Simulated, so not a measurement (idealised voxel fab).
Presented below is a process module, voxel fin reveal.
In the cross-section labelled cut, the width is 200 nm and each square cell is 5 nm.
Cross-section = grid of square cells, listed top down in bands; band = one or more rows.
In this notation a band is specified by the heights of its top and bottom, in that order and in nm, after which its materials appear from left to right, each paired with its width in nm. The word "throughout" attached to a single material means that material fills the band from edge to edge; the word "blank" stands for empty space.
Note: height 0 marks the level under which the wafer is uniformly one material as received. Lowest band unbounded below, written "0 -> down".
So if you see something like "30->40" for the width, read it as the top row of the band sitting at the first number and the bottom row at the second, with every row in between moving by the same amount as the last.
The designation "changes: none", where it is given for a processing step, indicates that no cell of the cross-section was altered in the course of that step.
So "Voids, fully enclosed" is basically the list of trapped voids: any empty space of 8 cells or more that can't reach the top through an opening. They're written width x height at distance, the distance being from the left edge, and it's all nm.
Step line, after settings: the simulator's comment on this step.
The setting "overlay nm" may be written on the line of a step. When the step uses a mask, the value reports how far to the right of the planned place the mask lay, and a negative value reports that it lay to the left.

List of planned process steps
1: RECEIVE,material Si
2: CONFORMAL_DEP,material SiN,thk nm 10
3: MASKED_ETCH,tone cover,mask id FINS,width nm 15,pitch nm 45,etch materials SiN,depth nm 10,overlay nm 0
4: MASKED_ETCH,tone cover,mask id FINS,width nm 15,pitch nm 45,etch materials Si,depth nm 40,overlay nm 0
5: OXIDIZE,depth nm 5
6: FILL_DEP,material SiO2,thk nm 10
7: CMP,height nm 10
8: SELECTIVE_ETCH,etch materials SiO2,depth nm 40
9: STRIP,etch materials SiN

First wafer out of two, processed as planned

Here's what the wafer looked like in cross-section when it arrived - that's after step 1
- 0 -> down | Si throughout
- Voids, fully enclosed: none

Wafer after step 2 (cross-section)
- 10 -> 0 | SiN throughout
- below 0: unchanged

Wafer after step 3 (cross-section)
- 10 -> 0 | blank 70 / SiN 15 / blank 30 / SiN 15 / blank 70
- below 0: unchanged

Wafer after step 4 (cross-section)
- 10 -> 0 | blank 70 / SiN 15 / blank 30 / SiN 15 / blank 70
- 0 -> -40 | blank 70 / Si 15 / blank 30 / Si 15 / blank 70
- below -40: unchanged

Wafer after step 5 (cross-section)
- 10 -> 0 | blank 70 / SiN 15 / blank 30 / SiN 15 / blank 70
- 0 -> -40 | blank 70 / SiO2 5 / Si 5 / SiO2 5 / blank 30 / SiO2 5 / Si 5 / SiO2 5 / blank 70
- -40 -> -45 | SiO2 75 / Si 5 / SiO2 40 / Si 5 / SiO2 75
- below -45: unchanged

Wafer after step 6 (cross-section)
- 20 -> 10 | SiO2 throughout
- 10 -> 0 | SiO2 70 / SiN 15 / SiO2 30 / SiN 15 / SiO2 70
- 0 -> -45 | SiO2 75 / Si 5 / SiO2 40 / Si 5 / SiO2 75
- below -45: unchanged

Wafer after step 7 (cross-section)
- 10 -> 0 | SiO2 70 / SiN 15 / SiO2 30 / SiN 15 / SiO2 70
- below 0: unchanged

Wafer after step 8 (cross-section)
- 10 -> 0 | blank 70 / SiN 15 / blank 30 / SiN 15 / blank 70
- 0 -> -30 | blank 75 / Si 5 / blank 40 / Si 5 / blank 75
- below -30: unchanged

Wafer after step 9 (cross-section)
- 0 -> -30 | blank 75 / Si 5 / blank 40 / Si 5 / blank 75
- below -30: unchanged

Second wafer, same starting conditions and recipe as the first, one mistake in executing it, nothing differs from the first up to and including step 7

What the second wafer looks like in cross-section when step 8 should have wrapped up
- 10 -> 0 | SiO2 70 / blank 15 / SiO2 30 / blank 15 / SiO2 70
- below 0: unchanged

What the second wafer looks like in cross-section when step 9 should have wrapped up
- 0 -> -30 | blank 75 / Si 5 / blank 40 / Si 5 / blank 75
- -30 -> -40 | SiO2 30 / blank 45 / Si 5 / blank 40 / Si 5 / blank 45 / SiO2 30
- below -40: unchanged
In executing the process, a mistake was made relative to the plan: transposition of steps 8 and 9 relative to the planned sequence
FYI, end of process, the second wafer has more or fewer cells of some materials than the first: -52 SiO2
